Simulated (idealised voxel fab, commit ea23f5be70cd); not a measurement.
The name of this process module is voxel wiring stack.
It is cross-section cut that appears here, measuring 235 nm in width, its square cells being 5 nm in size.
Format of a cross-section: grid, square cells. Given as bands. Order: top down. Band: one or more rows of cells. It is stipulated that each band's entry specify, in nanometres, the height of the top of the band and then that of its bottom, followed by the materials of the band in left-to-right sequence, each together with its width in nanometres. A single material marked by the word "throughout" is understood to fill the band from edge to edge; the word "air" is understood to denote empty space. Below 0: as-received wafer, all one material; heights counted from there. Lowest band: no bottom, goes on down, written "z 0 and below". So if you see something like "30 to 40" for the width, read it as the top row of the band sitting at the first number and the bottom row at the second, with every row in between moving by the same amount as the last. "left unchanged", as given for a step, is the statement that not any cell of the cross-section underwent a change during that step. Reported under the label "Sealed-off cavities" are the empty spaces having no open way to the top and comprising 8 cells or more; the notation for each is width x height at distance, in which the distance is measured from the left edge and all three values are in nm. Anything after a step's settings on that line? It's the simulator's own note about the step. If you see "overlay nm" on a step's line and that step has a mask, it's telling you how far right of where it was planned the mask ended up; a negative number means it went left instead.
### The process steps that were planned are listed below
- 1: RECEIVE, material Si
- 2: CONFORMAL_DEP, material SiO2, thk nm 15
- 3: DIRECTIONAL_DEP, material TiN, thk nm 5
- 4: DIRECTIONAL_DEP, material W, thk nm 15
- 5: PATTERN, tone cover, mask id METAL_1, material resist, width nm 25, pitch nm 55, thk nm 20, overlay nm 0
- 6: DIRECTIONAL_ETCH, etch materials W, depth nm 15
- 7: DIRECTIONAL_ETCH, etch materials TiN, depth nm 5
- 8: STRIP, etch materials resist
- 9: CONFORMAL_DEP, material SiN, thk nm 5
- 10: FILL_DEP, material lowk, thk nm 10
- 11: CMP, height nm 35
- 12: CONFORMAL_DEP, material SiCN, thk nm 5
- 13: DIRECTIONAL_DEP, material SiO2, thk nm 20
- 14: DIRECTIONAL_DEP, material aC, thk nm 10
- 15: PATTERN, tone open, mask id PLUG_1, material resist, width nm 15, pitch nm 110, thk nm 30, overlay nm 0
- 16: DIRECTIONAL_ETCH, etch materials aC, depth nm 10
- 17: STRIP, etch materials resist
- 18: DIRECTIONAL_ETCH, etch materials SiO2, depth nm 20
- 19: DIRECTIONAL_ETCH, etch materials SiCN, depth nm 5
- 20: STRIP, etch materials aC
- 21: CONFORMAL_DEP, material TiN, thk nm 5
- 22: FILL_DEP, material Ru, thk nm 5
- 23: CMP, height nm 60
- 24: DIRECTIONAL_DEP, material TiN, thk nm 5
- 25: DIRECTIONAL_DEP, material Ru, thk nm 25
- 26: PATTERN, tone cover, mask id METAL_2, material resist, width nm 25, pitch nm 55, thk nm 20, overlay nm 0
- 27: DIRECTIONAL_ETCH, etch materials Ru, depth nm 25
- 28: DIRECTIONAL_ETCH, etch materials TiN, depth nm 5
- 29: STRIP, etch materials resist
- 30: FILL_DEP, material SiO2, thk nm 5
- 31: CMP, height nm 90
- 32: CONFORMAL_DEP, material SiCN, thk nm 5
- 33: DIRECTIONAL_DEP, material lowk, thk nm 25
- 34: MASKED_ETCH, tone open, mask id METAL_3_HOLES, width nm 15, pitch nm 110, etch materials lowk, depth nm 25, overlay nm 0
- 35: PATTERN, tone open, mask id METAL_3, material resist, width nm 25, pitch nm 55, thk nm 20, overlay nm 0
- 36: DIRECTIONAL_ETCH, etch materials lowk, depth nm 15
- 37: DIRECTIONAL_ETCH, etch materials SiCN, depth nm 5
- 38: STRIP, etch materials resist
- 39: CONFORMAL_DEP, material TiN, thk nm 5
- 40: FILL_DEP, material Cu, thk nm 10
- 41: CMP, height nm 120
- 42: CONFORMAL_DEP, material SiCN, thk nm 5
- 43: DIRECTIONAL_DEP, material SiO2, thk nm 15
- 44: PATTERN, tone open, mask id PLUG_3, material resist, width nm 15, pitch nm 55, thk nm 20, overlay nm 0
- 45: DIRECTIONAL_ETCH, etch materials SiO2, depth nm 15
- 46: DIRECTIONAL_ETCH, etch materials SiCN, depth nm 5
- 47: STRIP, etch materials resist
- 48: EPI, material Ru, thk nm 10
- 49: EPI, material Ru, thk nm 10
- 50: CONFORMAL_DEP, material SiCN, thk nm 5
- 51: DIRECTIONAL_DEP, material lowk, thk nm 15
- 52: MASKED_ETCH, tone open, mask id METAL_4, width nm 25, pitch nm 55, etch materials lowk, depth nm 15, overlay nm 0
- 53: MASKED_ETCH, tone open, mask id METAL_4, width nm 25, pitch nm 55, etch materials SiCN, depth nm 5, overlay nm 0
- 54: CONFORMAL_DEP, material TiN, thk nm 5
- 55: FILL_DEP, material Cu, thk nm 10
- 56: CMP, height nm 160
- 57: EPI, material Ru, thk nm 5
- 58: FILL_DEP, material SiCN, thk nm 5
### Cross-section of the wafer upon arrival, representing the state reached after step 1
> z 0 and below: Si throughout
> Sealed-off cavities: none
### Sectioned view, first of two wafers, at the close of the module, processed as intended in the plan
> z 170 to 165: SiCN throughout
> z 165 to 160: 15 SiCN | 35 Ru | 20 SiCN | 35 Ru | 20 SiCN | 35 Ru | 20 SiCN | 35 Ru | 20 SiCN
> z 160 to 145: 20 lowk | 5 TiN | 15 Cu | 5 TiN | 30 lowk | 5 TiN | 15 Cu | 5 TiN | 30 lowk | 5 TiN | 15 Cu | 5 TiN | 30 lowk | 5 TiN | 15 Cu | 5 TiN | 25 lowk
> z 145 to 140: 20 SiCN | 25 TiN | 30 SiCN | 25 TiN | 30 SiCN | 25 TiN | 30 SiCN | 25 TiN | 25 SiCN
> z 140 to 125: 20 SiO2 | 15 Ru | 40 SiO2 | 15 Ru | 40 SiO2 | 15 Ru | 40 SiO2 | 15 Ru | 35 SiO2
> z 125 to 120: 20 SiCN | 15 Ru | 40 SiCN | 15 Ru | 40 SiCN | 15 Ru | 40 SiCN | 15 Ru | 35 SiCN
> z 120 to 110: 20 lowk | 5 TiN | 15 Cu | 5 TiN | 30 lowk | 5 TiN | 15 Cu | 5 TiN | 30 lowk | 5 TiN | 15 Cu | 5 TiN | 30 lowk | 5 TiN | 15 Cu | 5 TiN | 25 lowk
> z 110 to 105: 20 lowk | 5 TiN | 5 Cu | 15 TiN | 30 lowk | 25 TiN | 30 lowk | 5 TiN | 5 Cu | 15 TiN | 30 lowk | 25 TiN | 25 lowk
> z 105 to 95: 20 lowk | 5 TiN | 5 Cu | 5 TiN | 95 lowk | 5 TiN | 5 Cu | 5 TiN | 90 lowk
> z 95 to 90: 20 SiCN | 15 TiN | 95 SiCN | 15 TiN | 90 SiCN
> z 90 to 65: 20 SiO2 | 25 Ru | 30 SiO2 | 25 Ru | 30 SiO2 | 25 Ru | 30 SiO2 | 25 Ru | 25 SiO2
> z 65 to 60: 20 SiO2 | 25 TiN | 30 SiO2 | 25 TiN | 30 SiO2 | 25 TiN | 30 SiO2 | 25 TiN | 25 SiO2
> z 60 to 40: 20 SiO2 | 5 TiN | 5 Ru | 5 TiN | 95 SiO2 | 5 TiN | 5 Ru | 5 TiN | 90 SiO2
> z 40 to 35: 20 SiCN | 15 TiN | 95 SiCN | 15 TiN | 90 SiCN
> z 35 to 20: 15 lowk | 5 SiN | 25 W | 5 SiN | 20 lowk | 5 SiN | 25 W | 5 SiN | 20 lowk | 5 SiN | 25 W | 5 SiN | 20 lowk | 5 SiN | 25 W | 5 SiN | 20 lowk
> z 20 to 15: 20 SiN | 25 TiN | 30 SiN | 25 TiN | 30 SiN | 25 TiN | 30 SiN | 25 TiN | 25 SiN
> z 15 to 0: SiO2 throughout
> z 0 and below: Si throughout
> Sealed-off cavities: none
### Now the second wafer, cross-sectioned at the end of the module. Nothing different at the start, nothing different in the plan compared with the first, just one mistake when it was actually run
> z 170 to 165: SiCN throughout
> z 165 to 160: 15 SiCN | 35 Ru | 20 SiCN | 35 Ru | 20 SiCN | 35 Ru | 20 SiCN | 35 Ru | 20 SiCN
> z 160 to 145: 20 lowk | 5 TiN | 15 Cu | 5 TiN | 30 lowk | 5 TiN | 15 Cu | 5 TiN | 30 lowk | 5 TiN | 15 Cu | 5 TiN | 30 lowk | 5 TiN | 15 Cu | 5 TiN | 25 lowk
> z 145 to 140: 20 SiCN | 25 TiN | 30 SiCN | 25 TiN | 30 SiCN | 25 TiN | 30 SiCN | 25 TiN | 25 SiCN
> z 140 to 125: 20 SiO2 | 15 Ru | 40 SiO2 | 15 Ru | 40 SiO2 | 15 Ru | 40 SiO2 | 15 Ru | 35 SiO2
> z 125 to 120: 20 SiCN | 15 Ru | 40 SiCN | 15 Ru | 40 SiCN | 15 Ru | 40 SiCN | 15 Ru | 35 SiCN
> z 120 to 110: 20 lowk | 5 TiN | 20 Cu | 5 TiN | 25 lowk | 5 TiN | 20 Cu | 5 TiN | 25 lowk | 5 TiN | 20 Cu | 5 TiN | 25 lowk | 5 TiN | 20 Cu | 5 TiN | 20 lowk
> z 110 to 105: 20 lowk | 5 TiN | 5 Cu | 20 TiN | 25 lowk | 30 TiN | 25 lowk | 5 TiN | 5 Cu | 20 TiN | 25 lowk | 30 TiN | 20 lowk
> z 105 to 95: 20 lowk | 5 TiN | 5 Cu | 5 TiN | 95 lowk | 5 TiN | 5 Cu | 5 TiN | 90 lowk
> z 95 to 90: 20 SiCN | 15 TiN | 95 SiCN | 15 TiN | 90 SiCN
> z 90 to 65: 20 SiO2 | 25 Ru | 30 SiO2 | 25 Ru | 30 SiO2 | 25 Ru | 30 SiO2 | 25 Ru | 25 SiO2
> z 65 to 60: 20 SiO2 | 25 TiN | 30 SiO2 | 25 TiN | 30 SiO2 | 25 TiN | 30 SiO2 | 25 TiN | 25 SiO2
> z 60 to 40: 20 SiO2 | 5 TiN | 5 Ru | 5 TiN | 95 SiO2 | 5 TiN | 5 Ru | 5 TiN | 90 SiO2
> z 40 to 35: 20 SiCN | 15 TiN | 95 SiCN | 15 TiN | 90 SiCN
> z 35 to 20: 15 lowk | 5 SiN | 25 W | 5 SiN | 20 lowk | 5 SiN | 25 W | 5 SiN | 20 lowk | 5 SiN | 25 W | 5 SiN | 20 lowk | 5 SiN | 25 W | 5 SiN | 20 lowk
> z 20 to 15: 20 SiN | 25 TiN | 30 SiN | 25 TiN | 30 SiN | 25 TiN | 30 SiN | 25 TiN | 25 SiN
> z 15 to 0: SiO2 throughout
> z 0 and below: Si throughout
> Sealed-off cavities: none
Misprocessing identified: step 35, actual vs plan mismatch, actual run PATTERN, tone open, mask id METAL_3, material resist, width nm 30, pitch nm 55, thk nm 20, overlay nm 0
At the finish, the second wafer shows more or fewer cells for some materials than the first does: Cu +8; TiN +4; lowk -12
